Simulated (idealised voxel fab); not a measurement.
Process module, titled voxel double patterning
Each square cell in cross-section cut measures 5 nm, and the section as a whole is 160 nm wide.
This document writes a cross-section as a grid whose cells are square, and gives it as bands, listed from the top down; one or more rows of cells form a band. What a band's entry tells you: where the top is and where the bottom is, as heights in nm, and after that what lies inside, material by material from left to right, each with its width in nm. Empty space is written as the word "blank", and a single material marked with the word "everywhere" occupies the band from edge to edge. A quick word on heights: they are counted from 0, and under that level the wafer as it came to us is one material throughout. The lowest band is different from the rest in having no bottom; it simply continues downward, written as in "z 0 and below". A width such as "30..40" changes by the same amount from each row of cells to the next, from the band's top row to its bottom row. For the purposes of this document, the phrase "no modifications" attached to a step denotes that no cell within the cross-section was modified by that step. In "Closed cavity list" the enclosed voids are listed, meaning empty spaces of 8 cells or larger without any opening to the top. The form is width x height at distance, distance from the left edge, units nm. Text after the settings on a step's line: the simulator's own remark on that step. What "overlay nm" on a step's line means: if the step has a mask, that mask lay this far to the right of its planned place, or, when the value is negative, to the left.

Set out below are the planned steps of the process
step 1: RECEIVE | material Si
step 2: CONFORMAL_DEP | material SiO2 | thk nm 10
step 3: DIRECTIONAL_DEP | material W | thk nm 20
step 4: DIRECTIONAL_DEP | material SiCN | thk nm 5
step 5: MASKED_ETCH | tone open | mask id FIRST | width nm 15 | pitch nm 50 | etch materials SiCN | depth nm 5 | overlay nm 0
step 6: MASKED_ETCH | tone open | mask id SECOND | width nm 15 | pitch nm 50 | etch materials SiCN | depth nm 5 | overlay nm 0
step 7: DIRECTIONAL_ETCH | etch materials W | depth nm 20
step 8: STRIP | etch materials SiCN

Wafer cross-section on receipt, i.e. after step 1
* z 0 and below = Si everywhere
* Closed cavity list: none

Cross-section taken at module completion on the first of two wafers; processed per the plan
* z 30 to 10 = W 20 nm | blank 15 nm | W 10 nm | blank 15 nm | W 10 nm | blank 15 nm | W 10 nm | blank 15 nm | W 10 nm | blank 15 nm | W 25 nm
* z 10 to 0 = SiO2 everywhere
* z 0 and below = Si everywhere
* Closed cavity list: none

Presented here is a cross-section of the second of the two wafers as it stood at the end of the module. It was started in the same manner and assigned the same plan as the first wafer; however, one mistake was made in its execution
* z 35 to 30 = SiCN 20 nm | blank 15 nm | SiCN 10 nm | blank 15 nm | SiCN 10 nm | blank 15 nm | SiCN 10 nm | blank 15 nm | SiCN 10 nm | blank 15 nm | SiCN 25 nm
* z 30 to 10 = W 20 nm | blank 15 nm | W 10 nm | blank 15 nm | W 10 nm | blank 15 nm | W 10 nm | blank 15 nm | W 10 nm | blank 15 nm | W 25 nm
* z 10 to 0 = SiO2 everywhere
* z 0 and below = Si everywhere
* Closed cavity list: none
what went wrong: step 8 of the plan never got run, it was skipped over
At the finish, the second wafer shows more or fewer cells for some materials than the first does: +17 SiCN
